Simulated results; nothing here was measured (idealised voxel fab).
process module | voxel self aligned contacts
cross-section cut | 240 nm wide | cells 5 nm
A cross-section is a grid of square cells, given in bands from the top down. A band is one or more rows of cells.
Each band's line starts with the height of the band's top and of its bottom, in nm. Then come its materials from left to right, each with its width in nm. One material with "throughout" fills the band from edge to edge. "air" is empty space.
Height 0 is the level under which the wafer as received is all one material. The lowest band goes on downwards, as in "0 down".
A width such as "30 to 40" changes by the same amount from each row of cells to the next, from the band's top row to its bottom row.
"no change" after a step means that no cell of the cross-section changed.
closed voids: empty space of 8 cells or more with no open way to the top, each as width x height at its distance from the left edge, in nm
after a step's settings: what the simulator itself notes on the step
overlay nm, on a step with a mask: how far to the right of its planned place the mask lay; to the left if negative
plan
1 op RECEIVE | material Si
2 op OXIDIZE | depth nm 5
3 op DIRECTIONAL_DEP | material polySi | thk nm 20
4 op DIRECTIONAL_DEP | material SiN | thk nm 15
5 op PATTERN | tone cover | mask id GATE | material resist | width nm 30 | pitch nm 60 | thk nm 20 | overlay nm 0
6 op DIRECTIONAL_ETCH | etch materials SiN | depth nm 15
7 op DIRECTIONAL_ETCH | etch materials polySi | depth nm 20
8 op STRIP | etch materials resist
9 op CONFORMAL_DEP | material SiN | thk nm 5
10 op DIRECTIONAL_ETCH | etch materials SiN | depth nm 5
11 op FILL_DEP | material SiO2 | thk nm 15
12 op CMP | height nm 40
13 op PATTERN | tone open | mask id CONTACT | material resist | width nm 40 | thk nm 15 | overlay nm 0
14 op DIRECTIONAL_ETCH | etch materials SiO2 | depth nm 45
15 op STRIP | etch materials resist
16 op CONFORMAL_DEP | material TiN | thk nm 5
17 op FILL_DEP | material Ru | thk nm 5
18 op CMP | height nm 40
19 op CONFORMAL_DEP | material SiCN | thk nm 5
varied across the wafers: thk nm of step 19. The plan shows the first wafer's value. All wafers start alike
first wafer as received, after step 1
  0 down: Si throughout
  closed voids: none
first wafer at the end, after step 19
  45 to 40: SiCN throughout
  40 to 35: SiO2 100 | TiN 15 | Ru 10 | TiN 15 | SiO2 100
  35 to 20: SiO2 70 | SiN 40 | TiN 5 | Ru 10 | TiN 5 | SiN 40 | SiO2 70
  20 to 0: SiO2 70 | SiN 5 | polySi 30 | SiN 5 | TiN 5 | Ru 10 | TiN 5 | SiN 5 | polySi 30 | SiN 5 | SiO2 70
  0 to -5: SiO2 110 | TiN 20 | SiO2 110
  -5 down: Si throughout
  closed voids: none
last wafer at the end
  60 to 40: SiCN throughout
  40 to 35: SiO2 100 | TiN 15 | Ru 10 | TiN 15 | SiO2 100
  35 to 20: SiO2 70 | SiN 40 | TiN 5 | Ru 10 | TiN 5 | SiN 40 | SiO2 70
  20 to 0: SiO2 70 | SiN 5 | polySi 30 | SiN 5 | TiN 5 | Ru 10 | TiN 5 | SiN 5 | polySi 30 | SiN 5 | SiO2 70
  0 to -5: SiO2 110 | TiN 20 | SiO2 110
  -5 down: Si throughout
  closed voids: none
each wafer at the end: cells of each material gained (+) or lost (-) since it was received, then its closed voids
thk nm 5 | +16 Ru | -48 Si | +48 SiCN | +64 SiN | +280 SiO2 | +24 TiN | +48 polySi | closed voids: none
thk nm 10 | +16 Ru | -48 Si | +96 SiCN | +64 SiN | +280 SiO2 | +24 TiN | +48 polySi | closed voids: none
thk nm 15 | +16 Ru | -48 Si | +144 SiCN | +64 SiN | +280 SiO2 | +24 TiN | +48 polySi | closed voids: none
thk nm 20 | +16 Ru | -48 Si | +192 SiCN | +64 SiN | +280 SiO2 | +24 TiN | +48 polySi | closed voids: none
